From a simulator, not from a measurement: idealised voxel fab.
Process module name: voxel plated lines
The figure presents cross-section cut, which has a width of 245 nm and is divided into square cells with an edge length of 5 nm.
A cross-section in this document is a grid of square cells, and it is written down as bands, the top band listed before the ones below it; a band is made up of one or more rows of cells. Top, bottom (nm), then materials left to right with widths (nm); lone material tagged "full width" fills the whole band edge to edge; "blank" = empty space. Measure heights from 0. That's the level where, below it, the as-received wafer is all one material. The lowest band is bottomless and extends downward; write it as in "z 0 and below". Width spec "30 to 40" -> top row of cells at first value, bottom row at second value, equal per-row change in between. "stayed the same" after a step means that no cell of the cross-section changed. The label "Sealed internal cavities" introduces a list of the empty spaces, 8 cells or larger, that have no open way up to the top; each entry in it reads width x height at distance, where the distance is taken from the left edge and all three are stated in nm. The remark found on a step's line after its settings is issued by the simulator itself and pertains to that step. You can add "overlay nm" to a step's line. For a step with a mask, it describes how far the mask lay to the right of its planned position, and a negative number describes a lay to the left.

Planned step list for the process
| 1 | RECEIVE (material Si) |
| 2 | CONFORMAL_DEP (material SiO2; thk nm 10) |
| 3 | DIRECTIONAL_DEP (material TiN; thk nm 5) |
| 4 | PATTERN (tone open; mask id LINES; material resist; width nm 25; pitch nm 55; thk nm 15; overlay nm 0) |
| 5 | EPI (material Ru; thk nm 10) |
| 6 | STRIP (etch materials resist) |
| 7 | DIRECTIONAL_ETCH (etch materials TiN; depth nm 5) |
| 8 | CONFORMAL_DEP (material SiCN; thk nm 10) |

Wafer at receipt (post step 1), cross-section
	z 0 and below | Si full width
	Sealed internal cavities: none

The first of the two wafers as seen in cross-section once the module was finished; processing followed the plan
	z 35 to 25 | blank 70 nm | SiCN 45 nm | blank 10 nm | SiCN 45 nm | blank 75 nm
	z 25 to 20 | blank 70 nm | SiCN 10 nm | Ru 25 nm | SiCN 10 nm | blank 10 nm | SiCN 10 nm | Ru 25 nm | SiCN 10 nm | blank 75 nm
	z 20 to 15 | SiCN 80 nm | Ru 25 nm | SiCN 30 nm | Ru 25 nm | SiCN 85 nm
	z 15 to 10 | SiCN 80 nm | TiN 25 nm | SiCN 30 nm | TiN 25 nm | SiCN 85 nm
	z 10 to 0 | SiO2 full width
	z 0 and below | Si full width
	Sealed internal cavities: none

End-of-module cross-section of the second wafer: identical starting point and process plan to the first, with one processing mistake
	z 35 to 25 | blank 70 nm | SiCN 50 nm | blank 5 nm | SiCN 50 nm | blank 70 nm
	z 25 to 20 | blank 70 nm | SiCN 10 nm | Ru 30 nm | SiCN 10 nm | blank 5 nm | SiCN 10 nm | Ru 30 nm | SiCN 10 nm | blank 70 nm
	z 20 to 15 | SiCN 80 nm | Ru 30 nm | SiCN 25 nm | Ru 30 nm | SiCN 80 nm
	z 15 to 10 | SiCN 80 nm | TiN 30 nm | SiCN 25 nm | TiN 30 nm | SiCN 80 nm
	z 10 to 0 | SiO2 full width
	z 0 and below | Si full width
	Sealed internal cavities: none
Plan not followed: step 4, actual vs plan mismatch, actual run PATTERN (tone open; mask id LINES; material resist; width nm 30; pitch nm 55; thk nm 15; overlay nm 0)
FYI, end of process, the second wafer has more or fewer cells of some materials than the first: Ru +4 | TiN +2
